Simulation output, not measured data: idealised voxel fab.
process module | voxel gate over fins
cross-section cut | 300 nm wide | cells 5 nm
A cross-section is a grid of square cells, given in bands from the top down. A band is one or more rows of cells.
Each band's line starts with the height of the band's top and of its bottom, in nm. Then come its materials from left to right, each with its width in nm. One material with "throughout" fills the band from edge to edge. "air" is empty space.
Height 0 is the level under which the wafer as received is all one material. The lowest band goes on downwards, as in "0 down".
A width such as "30 to 40" changes by the same amount from each row of cells to the next, from the band's top row to its bottom row.
"no change" after a step means that no cell of the cross-section changed.
closed voids: empty space of 8 cells or more with no open way to the top, each as width x height at its distance from the left edge, in nm
after a step's settings: what the simulator itself notes on the step
overlay nm, on a step with a mask: how far to the right of its planned place the mask lay; to the left if negative
plan
1 op RECEIVE | material Si
2 op CONFORMAL_DEP | material SiN | thk nm 10
3 op PATTERN | tone cover | mask id FINS | material resist | width nm 15 | pitch nm 40 | thk nm 15 | overlay nm 0
4 op DIRECTIONAL_ETCH | etch materials SiN | depth nm 10
5 op DIRECTIONAL_ETCH | etch materials Si | depth nm 35
6 op STRIP | etch materials resist
7 op FILL_DEP | material SiO2 | thk nm 15
8 op CMP | height nm 10
9 op SELECTIVE_ETCH | etch materials SiO2 | depth nm 25
10 op STRIP | etch materials SiN
11 op CONFORMAL_DEP | material HfO2 | thk nm 5
12 op CONFORMAL_DEP | material TiN | thk nm 5
13 op FILL_DEP | material W | thk nm 15
14 op CMP | height nm 20
15 op CONFORMAL_DEP | material SiN | thk nm 5
first wafer, as planned
as received, after step 1
  0 down: Si throughout
  closed voids: none
after step 2
  10 to 0: SiN throughout
  below 0: unchanged
after step 3
  25 to 10: air 120 | resist 15 | air 25 | resist 15 | air 125
  below 10: unchanged
after step 4
  25 to 10: air 120 | resist 15 | air 25 | resist 15 | air 125
  10 to 0: air 120 | SiN 15 | air 25 | SiN 15 | air 125
  below 0: unchanged
after step 5
  25 to 10: air 120 | resist 15 | air 25 | resist 15 | air 125
  10 to 0: air 120 | SiN 15 | air 25 | SiN 15 | air 125
  0 to -35: air 120 | Si 15 | air 25 | Si 15 | air 125
  below -35: unchanged
after step 6
  10 to 0: air 120 | SiN 15 | air 25 | SiN 15 | air 125
  below 0: unchanged
after step 7
  25 to 10: SiO2 throughout
  10 to 0: SiO2 120 | SiN 15 | SiO2 25 | SiN 15 | SiO2 125
  0 to -35: SiO2 120 | Si 15 | SiO2 25 | Si 15 | SiO2 125
  below -35: unchanged
after step 8
  10 to 0: SiO2 120 | SiN 15 | SiO2 25 | SiN 15 | SiO2 125
  below 0: unchanged
after step 9
  10 to 0: air 120 | SiN 15 | air 25 | SiN 15 | air 125
  0 to -15: air 120 | Si 15 | air 25 | Si 15 | air 125
  below -15: unchanged
after step 10
  0 to -15: air 120 | Si 15 | air 25 | Si 15 | air 125
  below -15: unchanged
after step 11
  5 to 0: air 115 | HfO2 25 | air 15 | HfO2 25 | air 120
  0 to -10: air 115 | HfO2 5 | Si 15 | HfO2 5 | air 15 | HfO2 5 | Si 15 | HfO2 5 | air 120
  -10 to -15: HfO2 120 | Si 15 | HfO2 25 | Si 15 | HfO2 125
  below -15: unchanged
after step 12
  10 to 5: air 110 | TiN 35 | air 5 | TiN 35 | air 115
  5 to 0: air 110 | TiN 5 | HfO2 25 | TiN 5 | air 5 | TiN 5 | HfO2 25 | TiN 5 | air 115
  0 to -5: air 110 | TiN 5 | HfO2 5 | Si 15 | HfO2 5 | TiN 5 | air 5 | TiN 5 | HfO2 5 | Si 15 | HfO2 5 | TiN 5 | air 115
  -5 to -10: TiN 115 | HfO2 5 | Si 15 | HfO2 5 | TiN 15 | HfO2 5 | Si 15 | HfO2 5 | TiN 120
  below -10: unchanged
after step 13
  25 to 10: W throughout
  10 to 5: W 110 | TiN 35 | W 5 | TiN 35 | W 115
  5 to 0: W 110 | TiN 5 | HfO2 25 | TiN 5 | W 5 | TiN 5 | HfO2 25 | TiN 5 | W 115
  0 to -5: W 110 | TiN 5 | HfO2 5 | Si 15 | HfO2 5 | TiN 5 | W 5 | TiN 5 | HfO2 5 | Si 15 | HfO2 5 | TiN 5 | W 115
  below -5: unchanged
after step 14
  20 to 10: W throughout
  below 10: unchanged
after step 15
  25 to 20: SiN throughout
  below 20: unchanged
second wafer: like start, like plan, one mistake. Through step 2 it matches the first wafer
when step 3 should have ended
  25 to 10: air 115 | resist 25 | air 15 | resist 25 | air 120
  below 10: unchanged
when step 4 should have ended
  25 to 10: air 115 | resist 25 | air 15 | resist 25 | air 120
  10 to 0: air 115 | SiN 25 | air 15 | SiN 25 | air 120
  below 0: unchanged
when step 5 should have ended
  25 to 10: air 115 | resist 25 | air 15 | resist 25 | air 120
  10 to 0: air 115 | SiN 25 | air 15 | SiN 25 | air 120
  0 to -35: air 115 | Si 25 | air 15 | Si 25 | air 120
  below -35: unchanged
when step 6 should have ended
  10 to 0: air 115 | SiN 25 | air 15 | SiN 25 | air 120
  below 0: unchanged
when step 7 should have ended
  25 to 10: SiO2 throughout
  10 to 0: SiO2 115 | SiN 25 | SiO2 15 | SiN 25 | SiO2 120
  0 to -35: SiO2 115 | Si 25 | SiO2 15 | Si 25 | SiO2 120
  below -35: unchanged
when step 8 should have ended
  10 to 0: SiO2 115 | SiN 25 | SiO2 15 | SiN 25 | SiO2 120
  below 0: unchanged
when step 9 should have ended
  10 to 0: air 115 | SiN 25 | air 15 | SiN 25 | air 120
  0 to -15: air 115 | Si 25 | air 15 | Si 25 | air 120
  below -15: unchanged
when step 10 should have ended
  0 to -15: air 115 | Si 25 | air 15 | Si 25 | air 120
  below -15: unchanged
when step 11 should have ended
  5 to 0: air 110 | HfO2 35 | air 5 | HfO2 35 | air 115
  0 to -10: air 110 | HfO2 5 | Si 25 | HfO2 5 | air 5 | HfO2 5 | Si 25 | HfO2 5 | air 115
  -10 to -15: HfO2 115 | Si 25 | HfO2 15 | Si 25 | HfO2 120
  below -15: unchanged
when step 12 should have ended
  10 to 5: air 105 | TiN 85 | air 110
  5 to 0: air 105 | TiN 5 | HfO2 35 | TiN 5 | HfO2 35 | TiN 5 | air 110
  0 to -5: air 105 | TiN 5 | HfO2 5 | Si 25 | HfO2 5 | TiN 5 | HfO2 5 | Si 25 | HfO2 5 | TiN 5 | air 110
  -5 to -10: TiN 110 | HfO2 5 | Si 25 | HfO2 5 | TiN 5 | HfO2 5 | Si 25 | HfO2 5 | TiN 115
  below -10: unchanged
when step 13 should have ended
  25 to 10: W throughout
  10 to 5: W 105 | TiN 85 | W 110
  5 to 0: W 105 | TiN 5 | HfO2 35 | TiN 5 | HfO2 35 | TiN 5 | W 110
  0 to -5: W 105 | TiN 5 | HfO2 5 | Si 25 | HfO2 5 | TiN 5 | HfO2 5 | Si 25 | HfO2 5 | TiN 5 | W 110
  below -5: unchanged
when step 14 should have ended
  20 to 10: W throughout
  below 10: unchanged
when step 15 should have ended
  25 to 20: SiN throughout
  below 20: unchanged
what went wrong: step 3 ran as: op PATTERN | tone cover | mask id FINS | material resist | width nm 25 | pitch nm 40 | thk nm 15 | overlay nm 0
at the end the second wafer has, in cells: 28 more of Si | 16 fewer of SiO2 | 3 fewer of TiN | 9 fewer of W
